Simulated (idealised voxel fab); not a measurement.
The document below concerns the process module designated voxel transistor to metal.
Shown is cross-section cut, with a width of 280 nm and square cells of size 5 nm.
Cross-section format: a grid of square cells, given as bands from top to bottom; each band is one or more rows of cells. Top height, bottom height, nm. Materials left to right, width each, nm. Single material + "everywhere" = fills band edge to edge. "air" = empty. Ref level 0: as-received wafer is one material below here. Bottom band extends down with no lower bound ("0 down"). Read "30..40" as a graded width: first number on top, second number at the bottom, same change between each pair of neighbouring rows. Given "changes: none" for a step, no cell of the cross-section differs between before and after that step. This entry, "Listed closed voids", enumerates those empty regions of no fewer than 8 cells that possess no open connection to the top. Each region is reported in the form width x height at distance, the distance being taken from the left edge, with all three quantities expressed in nm. Note: text after step settings on the step line = simulator remark on that step. The line of a step may include "overlay nm". On a step with a mask, this value is how far to the right of its planned place the mask lay. A negative value means the mask lay to the left.

## The process steps that were planned are listed below
1) RECEIVE,material Si
2) OXIDIZE,depth nm 5
3) CONFORMAL_DEP,material SiN,thk nm 15
4) DIRECTIONAL_DEP,material aC,thk nm 10
5) PATTERN,tone cover,mask id ACTIVE,material resist,width nm 100,pitch nm 125,thk nm 30,overlay nm 0
6) DIRECTIONAL_ETCH,etch materials aC,depth nm 10
7) STRIP,etch materials resist
8) DIRECTIONAL_ETCH,etch materials SiN,depth nm 15
9) DIRECTIONAL_ETCH,etch materials SiO2,depth nm 5
10) DIRECTIONAL_ETCH,etch materials Si,depth nm 35
11) STRIP,etch materials aC
12) OXIDIZE,depth nm 5
13) FILL_DEP,material SiO2,thk nm 5
14) CMP,height nm 15
15) SELECTIVE_ETCH,etch materials SiO2,depth nm 15
16) STRIP,etch materials SiN
17) SELECTIVE_ETCH,etch materials SiO2,depth nm 5
18) OXIDIZE,depth nm 5
19) DIRECTIONAL_DEP,material polySi,thk nm 20
20) DIRECTIONAL_DEP,material SiCN,thk nm 15
21) DIRECTIONAL_DEP,material aC,thk nm 10
22) PATTERN,tone cover,mask id GATE,material resist,width nm 20,pitch nm 125,thk nm 30,overlay nm 0
23) DIRECTIONAL_ETCH,etch materials aC,depth nm 10
24) STRIP,etch materials resist
25) DIRECTIONAL_ETCH,etch materials SiCN,depth nm 25
26) DIRECTIONAL_ETCH,etch materials polySi,depth nm 30
27) STRIP,etch materials aC
28) CONFORMAL_DEP,material SiO2,thk nm 5
29) DIRECTIONAL_ETCH,etch materials SiO2,depth nm 5
30) CONFORMAL_DEP,material SiN,thk nm 10
31) DIRECTIONAL_ETCH,etch materials SiN,depth nm 10
32) DIRECTIONAL_ETCH,etch materials SiO2,depth nm 5
33) DIRECTIONAL_ETCH,etch materials Si,depth nm 5
34) EPI,material SiGe,thk nm 10
35) FILL_DEP,material SiO2,thk nm 10
36) CMP,height nm 30
37) DIRECTIONAL_DEP,material SiO2,thk nm 15
38) DIRECTIONAL_DEP,material aC,thk nm 15
39) PATTERN,tone open,mask id CONTACT,material resist,width nm 25,thk nm 35,overlay nm 0
40) DIRECTIONAL_ETCH,etch materials aC,depth nm 15
41) STRIP,etch materials resist
42) DIRECTIONAL_ETCH,etch materials SiO2,depth nm 50
43) STRIP,etch materials aC
44) CONFORMAL_DEP,material TiN,thk nm 5
45) FILL_DEP,material Ru,thk nm 10
46) CMP,height nm 45
47) DIRECTIONAL_DEP,material TiN,thk nm 5
48) DIRECTIONAL_DEP,material Ru,thk nm 15
49) DIRECTIONAL_DEP,material aC,thk nm 10
50) PATTERN,tone cover,mask id METAL_1,material resist,width nm 15,thk nm 25,overlay nm 0
51) DIRECTIONAL_ETCH,etch materials aC,depth nm 10
52) STRIP,etch materials resist
53) DIRECTIONAL_ETCH,etch materials Ru,depth nm 15
54) DIRECTIONAL_ETCH,etch materials TiN,depth nm 5
55) STRIP,etch materials aC
56) CONFORMAL_DEP,material SiCN,thk nm 5
57) FILL_DEP,material lowk,thk nm 10
58) CMP,height nm 65
59) CONFORMAL_DEP,material SiN,thk nm 5

## This is the cross-section of the wafer as we received it, i.e. after step 1
- 0 down: Si everywhere
- Listed closed voids: none

## Cross-sectional view of the first of the two wafers upon completion of the module, processed in accordance with the plan
- 70 to 65: SiN everywhere
- 65 to 50: 30 lowk  5 SiCN  15 Ru  5 SiCN  40 lowk  5 SiCN  15 Ru  5 SiCN  35 lowk  5 SiCN  15 Ru  5 SiCN  40 lowk  5 SiCN  15 Ru  5 SiCN  35 lowk
- 50 to 45: 35 SiCN  15 TiN  50 SiCN  15 TiN  45 SiCN  15 TiN  50 SiCN  15 TiN  40 SiCN
- 45 to 35: 35 SiO2  5 TiN  15 Ru  5 TiN  30 SiO2  5 TiN  15 Ru  5 TiN  45 SiO2  5 TiN  15 Ru  5 TiN  30 SiO2  5 TiN  15 Ru  5 TiN  40 SiO2
- 35 to 30: 35 SiO2  5 TiN  5 Ru  15 TiN  30 SiO2  15 TiN  5 Ru  5 TiN  45 SiO2  5 TiN  5 Ru  15 TiN  30 SiO2  15 TiN  5 Ru  5 TiN  40 SiO2
- 30 to 15: 35 SiO2  5 TiN  5 Ru  5 TiN  10 SiN  5 SiO2  20 SiCN  5 SiO2  10 SiN  5 TiN  5 Ru  5 TiN  45 SiO2  5 TiN  5 Ru  5 TiN  10 SiN  5 SiO2  20 SiCN  5 SiO2  10 SiN  5 TiN  5 Ru  5 TiN  40 SiO2
- 15 to 5: 35 SiO2  5 TiN  5 Ru  5 TiN  10 SiN  5 SiO2  20 polySi  5 SiO2  10 SiN  5 TiN  5 Ru  5 TiN  45 SiO2  5 TiN  5 Ru  5 TiN  10 SiN  5 SiO2  20 polySi  5 SiO2  10 SiN  5 TiN  5 Ru  5 TiN  40 SiO2
- 5 to 0: 35 SiO2  15 TiN  10 SiN  5 SiO2  20 polySi  5 SiO2  10 SiN  15 TiN  45 SiO2  15 TiN  10 SiN  5 SiO2  20 polySi  5 SiO2  10 SiN  15 TiN  40 SiO2
- 0 to -5: 35 SiO2  5 TiN  10 SiGe  10 SiN  5 SiO2  20 polySi  5 SiO2  10 SiN  10 SiGe  5 TiN  45 SiO2  5 TiN  10 SiGe  10 SiN  5 SiO2  20 polySi  5 SiO2  10 SiN  10 SiGe  5 TiN  40 SiO2
- -5 to -10: 25 SiO2  25 SiGe  50 SiO2  25 SiGe  25 SiO2  25 SiGe  50 SiO2  25 SiGe  30 SiO2
- -10 to -15: 30 SiO2  20 SiGe  50 Si  20 SiGe  35 SiO2  20 SiGe  50 Si  20 SiGe  35 SiO2
- -15 to -45: 30 SiO2  90 Si  35 SiO2  90 Si  35 SiO2
- -45 down: Si everywhere
- Listed closed voids: none

## Second of two wafers, module complete, sectioned: it shares the first wafer's start and plan but was run with one mistake
- 70 to 65: SiN everywhere
- 65 to 50: 30 lowk  5 SiCN  15 Ru  5 SiCN  40 lowk  5 SiCN  15 Ru  5 SiCN  35 lowk  5 SiCN  15 Ru  5 SiCN  40 lowk  5 SiCN  15 Ru  5 SiCN  35 lowk
- 50 to 45: 35 SiCN  15 TiN  50 SiCN  15 TiN  45 SiCN  15 TiN  50 SiCN  15 TiN  40 SiCN
- 45 to 35: 35 SiO2  5 TiN  15 Ru  5 TiN  30 SiO2  5 TiN  15 Ru  5 TiN  45 SiO2  5 TiN  15 Ru  5 TiN  30 SiO2  5 TiN  15 Ru  5 TiN  40 SiO2
- 35 to 30: 35 SiO2  5 TiN  5 Ru  15 TiN  30 SiO2  15 TiN  5 Ru  5 TiN  45 SiO2  5 TiN  5 Ru  15 TiN  30 SiO2  15 TiN  5 Ru  5 TiN  40 SiO2
- 30 to 20: 35 SiO2  5 TiN  5 Ru  5 TiN  10 SiN  5 SiO2  20 SiCN  5 SiO2  10 SiN  5 TiN  5 Ru  5 TiN  45 SiO2  5 TiN  5 Ru  5 TiN  10 SiN  5 SiO2  20 SiCN  5 SiO2  10 SiN  5 TiN  5 Ru  5 TiN  40 SiO2
- 20 to 10: 35 SiO2  5 TiN  5 Ru  5 TiN  10 SiN  5 SiO2  20 polySi  5 SiO2  10 SiN  5 TiN  5 Ru  5 TiN  45 SiO2  5 TiN  5 Ru  5 TiN  10 SiN  5 SiO2  20 polySi  5 SiO2  10 SiN  5 TiN  5 Ru  5 TiN  40 SiO2
- 10 to 5: 35 SiO2  15 TiN  10 SiN  5 SiO2  20 polySi  5 SiO2  10 SiN  15 TiN  45 SiO2  15 TiN  10 SiN  5 SiO2  20 polySi  5 SiO2  10 SiN  15 TiN  40 SiO2
- 5 to 0: 35 SiO2  5 TiN  10 SiGe  10 SiN  5 SiO2  20 polySi  5 SiO2  10 SiN  10 SiGe  5 TiN  45 SiO2  5 TiN  10 SiGe  10 SiN  5 SiO2  20 polySi  5 SiO2  10 SiN  10 SiGe  5 TiN  40 SiO2
- 0 to -5: 15 SiO2  10 SiN  25 SiGe  50 SiO2  25 SiGe  10 SiN  5 SiO2  10 SiN  25 SiGe  50 SiO2  25 SiGe  10 SiN  20 SiO2
- -5 to -10: 30 SiO2  20 SiGe  50 Si  20 SiGe  35 SiO2  20 SiGe  50 Si  20 SiGe  35 SiO2
- -10 to -45: 30 SiO2  90 Si  35 SiO2  90 Si  35 SiO2
- -45 down: Si everywhere
- Listed closed voids: none
Deviation noted in wafer processing: steps 16 and 17 swapped
Once processing is complete, comparing cell counts shows that the second wafer has more or fewer of certain materials than the first: Ru: 4 fewer; Si: 36 more; SiCN: 8 fewer; SiO2: 16 fewer; TiN: 8 fewer
